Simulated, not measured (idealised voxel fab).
process module | voxel capacitor over wiring
FYI the section here is cut, 245 nm wide, cells are 5 nm squares.
How to read a cross-section here: the picture is a grid of square cells, written as bands going from the top down, and any band can span one or more rows of cells. First you get the band's top height and its bottom height, in nm, and then the materials it's made of, left to right, with each width in nm. If you see a single material with "throughout", that one covers the band edge to edge. "empty" is empty space. The level at which height equals 0 is the one under which the wafer, as it arrives, is entirely one material. No lower edge exists for the bottom band, which continues downward and is notated as in "0..down". The expression "30->40" gives the width at the extremes of the band, the first number at its top row of cells and the second at its bottom row, with the width changing by equal amounts from each row to the next in between. "stayed the same" (step): cross-section cells unchanged, all of them. For the entry "Closed void list", the listed items are empty spaces with no open way to the top whose size is 8 cells or more; each item follows the pattern width x height at distance, where distance is from the left edge and all three are in nm. Read whatever lies past the settings on a step's line as the simulator's own remark about the step. overlay nm: step with mask; distance mask lay right of planned place; negative value = left of planned place.

**List of planned process steps**
1. RECEIVE, material Si
2. CONFORMAL_DEP, material SiO2, thk nm 15
3. DIRECTIONAL_DEP, material TiN, thk nm 5
4. DIRECTIONAL_DEP, material Ru, thk nm 25
5. PATTERN, tone cover, mask id METAL_1, material resist, width nm 20, pitch nm 75, thk nm 20, overlay nm 0
6. DIRECTIONAL_ETCH, etch materials Ru, depth nm 25
7. DIRECTIONAL_ETCH, etch materials TiN, depth nm 5
8. STRIP, etch materials resist
9. CONFORMAL_DEP, material SiCN, thk nm 5
10. FILL_DEP, material SiO2, thk nm 5
11. CMP, height nm 45
12. CONFORMAL_DEP, material SiCN, thk nm 5
13. DIRECTIONAL_DEP, material lowk, thk nm 20
14. MASKED_ETCH, tone open, mask id PLUG_1, width nm 15, etch materials lowk, depth nm 20, overlay nm 0
15. MASKED_ETCH, tone open, mask id PLUG_1, width nm 15, etch materials SiCN, depth nm 5, overlay nm 0
16. CONFORMAL_DEP, material TiN, thk nm 5
17. FILL_DEP, material W, thk nm 10
18. CMP, height nm 70
19. DIRECTIONAL_DEP, material TiN, thk nm 5
20. DIRECTIONAL_DEP, material SiN, thk nm 5
21. DIRECTIONAL_DEP, material TiN, thk nm 10
22. DIRECTIONAL_DEP, material aC, thk nm 10
23. PATTERN, tone cover, mask id UPPER_PLATE, material resist, width nm 60, thk nm 25, overlay nm 0
24. DIRECTIONAL_ETCH, etch materials aC, depth nm 10
25. STRIP, etch materials resist
26. DIRECTIONAL_ETCH, etch materials TiN, depth nm 10
27. DIRECTIONAL_ETCH, etch materials SiN, depth nm 5
28. STRIP, etch materials aC
29. PATTERN, tone cover, mask id LOWER_PLATE, material resist, width nm 70, thk nm 15, overlay nm 0
30. DIRECTIONAL_ETCH, etch materials TiN, depth nm 5
31. STRIP, etch materials resist
32. FILL_DEP, material SiO2, thk nm 20
33. CMP, height nm 105
34. PATTERN, tone open, mask id PLUG_2, material resist, width nm 15, thk nm 20, overlay nm 0
35. DIRECTIONAL_ETCH, etch materials SiO2, depth nm 15
36. STRIP, etch materials resist
37. CONFORMAL_DEP, material TiN, thk nm 5
38. FILL_DEP, material Ru, thk nm 10
39. CMP, height nm 105
40. CONFORMAL_DEP, material SiN, thk nm 5

**Cross-section: wafer on arrival = after step 1**
    0..down | Si throughout
    Closed void list: none

**What the wafer looks like in cross-section after this module, when it starts as shown above and follows the plan above but one mistake is made in running it**
    110..105 | SiN throughout
    105..95 | 90 SiO2  5 TiN  5 Ru  5 TiN  140 SiO2
    95..90 | 90 SiO2  15 TiN  140 SiO2
    90..80 | 80 SiO2  60 TiN  105 SiO2
    80..75 | 80 SiO2  60 SiN  105 SiO2
    75..70 | 75 SiO2  70 TiN  100 SiO2
    70..50 | 80 lowk  5 TiN  5 W  5 TiN  150 lowk
    50..45 | 80 SiCN  15 TiN  150 SiCN
    45..40 | 75 SiCN  20 TiN  55 SiCN  20 TiN  75 SiCN
    40..15 | Ru throughout
    15..0 | SiO2 throughout
    0..down | Si throughout
    Closed void list: none
Finding, execution versus plan: transposition of steps 3 and 4 relative to the planned sequence
